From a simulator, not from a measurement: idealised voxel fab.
process module | voxel released beams
cross-section cut | 185 nm wide | cells 5 nm
A cross-section is a grid of square cells, given in bands from the top down. A band is one or more rows of cells.
Each band's line starts with the height of the band's top and of its bottom, in nm. Then come its materials from left to right, each with its width in nm. One material with "throughout" fills the band from edge to edge. "air" is empty space.
Height 0 is the level under which the wafer as received is all one material. The lowest band goes on downwards, as in "0 down".
A width such as "30 to 40" changes by the same amount from each row of cells to the next, from the band's top row to its bottom row.
"no change" after a step means that no cell of the cross-section changed.
closed voids: empty space of 8 cells or more with no open way to the top, each as width x height at its distance from the left edge, in nm
after a step's settings: what the simulator itself notes on the step
overlay nm, on a step with a mask: how far to the right of its planned place the mask lay; to the left if negative
plan
1 op RECEIVE | material Si
2 op CONFORMAL_DEP | material Al2O3 | thk nm 5
3 op DIRECTIONAL_DEP | material SiO2 | thk nm 20
4 op MASKED_ETCH | tone open | mask id ANCHOR | width nm 25 | etch materials SiO2 | depth nm 20 | overlay nm 0
5 op CONFORMAL_DEP | material SiN | thk nm 10
6 op DIRECTIONAL_DEP | material aC | thk nm 15
7 op PATTERN | tone cover | mask id BEAM | material resist | width nm 110 | thk nm 35 | overlay nm 0
8 op DIRECTIONAL_ETCH | etch materials aC | depth nm 15
9 op STRIP | etch materials resist
10 op DIRECTIONAL_ETCH | etch materials SiN | depth nm 10
11 op STRIP | etch materials aC
12 op STRIP | etch materials SiO2
as received, after step 1
  0 down: Si throughout
  closed voids: none
first wafer at the end, as planned
  35 to 25: air 35 | SiN 15 | air 5 | SiN 90 | air 40
  25 to 15: air 40 | SiN 10 | air 5 | SiN 10 | air 120
  15 to 5: air 40 | SiN 25 | air 120
  5 to 0: Al2O3 throughout
  0 down: Si throughout
  closed voids: none
second wafer at the end: like start, like plan, one mistake
  30 to 20: air 35 | SiN 15 | air 5 | SiN 90 | air 40
  20 to 10: air 40 | SiN 10 | air 5 | SiN 10 | air 120
  10 to 0: air 40 | SiN 25 | air 120
  0 down: Si throughout
  closed voids: none
what went wrong: step 2 was left out
at the end the second wafer has, in cells: 37 fewer of Al2O3
